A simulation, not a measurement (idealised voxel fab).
Herein follows the process module entitled voxel released beams.
cross-section cut | 265 nm wide | cells 5 nm
Each cross-section below is a grid of square cells, stated as bands in top-down order, with one or more rows of cells making up each band. First you get the band's top height and its bottom height, in nm, and then the materials it's made of, left to right, with each width in nm. If you see a single material with "edge to edge", that one covers the band edge to edge. "blank" is empty space. Basically, 0 is our baseline, since under it the wafer straight out of the box is all one material. The bottom band has no lower end and keeps on going down, so it looks like "0 -> down". The notation "30 to 40" denotes a width that varies across the rows of cells in the band, beginning at the first number in the top row, finishing at the second number in the bottom row, and changing by an identical amount from each row to the next. "everything unchanged" for a step: no cell of the cross-section changed in that step. Entry "Enclosed void catalog". Content: empty spaces with no open connection to the top, size 8 cells or greater. Each: width x height at distance. Distance: from left edge. Unit: nm. On each step's line, the part that comes after the settings is the simulator's own comment on the step. The setting "overlay nm" may be written on the line of a step. When the step uses a mask, the value reports how far to the right of the planned place the mask lay, and a negative value reports that it lay to the left.

-- plan
1. RECEIVE: material Si
2. CONFORMAL_DEP: material SiN, thk nm 5
3. DIRECTIONAL_DEP: material SiO2, thk nm 20
4. DIRECTIONAL_DEP: material aC, thk nm 10
5. PATTERN: tone open, mask id ANCHOR, material resist, width nm 25, thk nm 25, overlay nm 0
6. DIRECTIONAL_ETCH: etch materials aC, depth nm 10
7. STRIP: etch materials resist
8. DIRECTIONAL_ETCH: etch materials SiO2, depth nm 20
9. STRIP: etch materials aC
10. CONFORMAL_DEP: material W, thk nm 10
11. MASKED_ETCH: tone cover, mask id BEAM, width nm 95, etch materials W, depth nm 10, overlay nm 0
12. STRIP: etch materials SiO2

-- Cross-section: wafer on arrival = after step 1
* 0 -> down = Si edge to edge
* Enclosed void catalog: none

-- first wafer at the end, as planned
* 35 -> 25 = blank=80  W=15  blank=5  W=75  blank=90
* 25 -> 15 = blank=85  W=10  blank=5  W=10  blank=155
* 15 -> 5 = blank=85  W=25  blank=155
* 5 -> 0 = SiN edge to edge
* 0 -> down = Si edge to edge
* Enclosed void catalog: none

-- Second wafer through the module, sectioned at the end: same beginning and same plan as the first wafer, with one mistake in carrying it out
* 45 -> 35 = blank=80  W=15  blank=5  W=75  blank=90
* 35 -> 25 = blank=85  W=10  blank=5  W=10  blank=155
* 25 -> 15 = blank=85  W=25  blank=155
* 15 -> 0 = SiN edge to edge
* 0 -> down = Si edge to edge
* Enclosed void catalog: none
Diagnosis: heads up, step 2 didn't go per plan, it actually ran as CONFORMAL_DEP: material SiN, thk nm 15
The final cell counts differ between the wafers, with the second having more or fewer of some materials than the first: +106 SiN
